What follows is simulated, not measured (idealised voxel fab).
Proc. module: voxel gate over fins
In the cross-section labelled cut, the width is 160 nm and each square cell is 5 nm.
Cross-section, as written here: a square-cell grid given band by band from the top down, where a band holds one or more rows of cells.
Heights first: top, then bottom, in nm. Then materials, left to right, each with a width in nm. "all across" on a single material: fills the band edge to edge. "blank": empty space.
Ref level 0: as-received wafer is one material below here. Bottom band extends down with no lower bound ("z 0 and below").
A width given as "30 to 40" starts at the first number in the band's top row and ends at the second number in its bottom row, shifting by an equal amount at every step from row to row.
You'll sometimes find "changes: none" written for a step, and that's the way of saying that nowhere in the cross-section did a cell change during that step.
For the entry "Sealed void list", the listed items are empty spaces with no open way to the top whose size is 8 cells or more; each item follows the pattern width x height at distance, where distance is from the left edge and all three are in nm.
On a step's line, text after the settings is the simulator commenting on that step.
For masked steps, "overlay nm" on the step line gives how far right of plan the mask actually lay; a minus sign means it lay to the left.

THE STEPS PLANNED FOR THE PROCESS ARE AS FOLLOWS
- 1: op RECEIVE | material Si
- 2: op CONFORMAL_DEP | material SiN | thk nm 5
- 3: op MASKED_ETCH | tone cover | mask id FINS | width nm 15 | pitch nm 40 | etch materials SiN | depth nm 5 | overlay nm 0
- 4: op MASKED_ETCH | tone cover | mask id FINS | width nm 15 | pitch nm 40 | etch materials Si | depth nm 30 | overlay nm 0
- 5: op OXIDIZE | depth nm 5
- 6: op FILL_DEP | material SiO2 | thk nm 15
- 7: op CMP | height nm 5
- 8: op SELECTIVE_ETCH | etch materials SiO2 | depth nm 15
- 9: op STRIP | etch materials SiN
- 10: op CONFORMAL_DEP | material HfO2 | thk nm 5
- 11: op CONFORMAL_DEP | material TiN | thk nm 5
- 12: op FILL_DEP | material W | thk nm 10
- 13: op CMP | height nm 5
- 14: op CONFORMAL_DEP | material SiCN | thk nm 10
The plan's step 13 height nm is the first wafer's value; the wafers differ in this setting and start identical.

RECEIVED CONDITION OF THE FIRST OF SEVERAL WAFERS, SECTIONED: POST-STEP 1
> z 0 and below  Si all across
> Sealed void list: none

CROSS-SECTION AFTER STEP 14, THE FINAL STEP OF THE MODULE, FOR THE FIRST OF SEVERAL WAFERS
> z 15 to 5  SiCN all across
> z 5 to 0  45 W, then 5 TiN, then 15 HfO2, then 5 TiN, then 15 W, then 5 TiN, then 15 HfO2, then 5 TiN, then 50 W
> z 0 to -5  50 TiN, then 5 HfO2, then 5 Si, then 5 HfO2, then 25 TiN, then 5 HfO2, then 5 Si, then 5 HfO2, then 55 TiN
> z -5 to -10  55 HfO2, then 5 Si, then 35 HfO2, then 5 Si, then 60 HfO2
> z -10 to -35  55 SiO2, then 5 Si, then 35 SiO2, then 5 Si, then 60 SiO2
> z -35 and below  Si all across
> Sealed void list: none

SO THIS IS THE CROSS-SECTION ON THE LAST WAFER AT THE END OF THE MODULE
> z 30 to 20  SiCN all across
> z 20 to 10  W all across
> z 10 to 5  45 W, then 25 TiN, then 15 W, then 25 TiN, then 50 W
> z 5 to 0  45 W, then 5 TiN, then 15 HfO2, then 5 TiN, then 15 W, then 5 TiN, then 15 HfO2, then 5 TiN, then 50 W
> z 0 to -5  50 TiN, then 5 HfO2, then 5 Si, then 5 HfO2, then 25 TiN, then 5 HfO2, then 5 Si, then 5 HfO2, then 55 TiN
> z -5 to -10  55 HfO2, then 5 Si, then 35 HfO2, then 5 Si, then 60 HfO2
> z -10 to -35  55 SiO2, then 5 Si, then 35 SiO2, then 5 Si, then 60 SiO2
> z -35 and below  Si all across
> Sealed void list: none

BASICALLY EACH WAFER GETS A LINE IN THE TABLE, SHOWING IT AT THE END OF THE MODULE: MATERIAL BY MATERIAL, THE CELLS IT GAINED (+) OR LOST (-) SINCE WE GOT IT, THEN ITS CLOSED VOIDS
height nm 5; +40 HfO2; -210 Si; +64 SiCN; +150 SiO2; +30 TiN; +22 W; Sealed void list: none
height nm 10; +40 HfO2; -210 Si; +64 SiCN; +150 SiO2; +40 TiN; +44 W; Sealed void list: none
height nm 15; +40 HfO2; -210 Si; +64 SiCN; +150 SiO2; +40 TiN; +76 W; Sealed void list: none
height nm 20; +40 HfO2; -210 Si; +64 SiCN; +150 SiO2; +40 TiN; +108 W; Sealed void list: none
